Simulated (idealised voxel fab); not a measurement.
process module | voxel released beams
cross-section cut | 155 nm wide | cells 5 nm
A cross-section is a grid of square cells, given in bands from the top down. A band is one or more rows of cells.
Each band's line starts with the height of the band's top and of its bottom, in nm. Then come its materials from left to right, each with its width in nm. One material with "throughout" fills the band from edge to edge. "air" is empty space.
Height 0 is the level under which the wafer as received is all one material. The lowest band goes on downwards, as in "0 down".
A width such as "30 to 40" changes by the same amount from each row of cells to the next, from the band's top row to its bottom row.
"no change" after a step means that no cell of the cross-section changed.
closed voids: empty space of 8 cells or more with no open way to the top, each as width x height at its distance from the left edge, in nm
after a step's settings: what the simulator itself notes on the step
overlay nm, on a step with a mask: how far to the right of its planned place the mask lay; to the left if negative
plan
1 op RECEIVE | material Si
2 op CONFORMAL_DEP | material SiN | thk nm 10
3 op DIRECTIONAL_DEP | material SiO2 | thk nm 20
4 op PATTERN | tone open | mask id ANCHOR | material resist | width nm 45 | thk nm 20 | overlay nm 0
5 op DIRECTIONAL_ETCH | etch materials SiO2 | depth nm 20
6 op STRIP | etch materials resist
7 op CONFORMAL_DEP | material TiN | thk nm 15
8 op MASKED_ETCH | tone cover | mask id BEAM | width nm 110 | etch materials TiN | depth nm 15 | overlay nm 0
9 op STRIP | etch materials SiO2
as received, after step 1
  0 down: Si throughout
  closed voids: none
first wafer at the end, as planned
  45 to 30: air 20 | TiN 20 | air 15 | TiN 75 | air 25
  30 to 25: air 25 | TiN 15 | air 15 | TiN 15 | air 85
  25 to 10: air 25 | TiN 45 | air 85
  10 to 0: SiN throughout
  0 down: Si throughout
  closed voids: none
second wafer at the end: like start, like plan, one mistake
  35 to 20: air 20 | TiN 20 | air 15 | TiN 75 | air 25
  20 to 15: air 25 | TiN 15 | air 15 | TiN 15 | air 85
  15 to 0: air 25 | TiN 45 | air 85
  0 down: Si throughout
  closed voids: none
what went wrong: step 2 was left out
at the end the second wafer has, in cells: 62 fewer of SiN
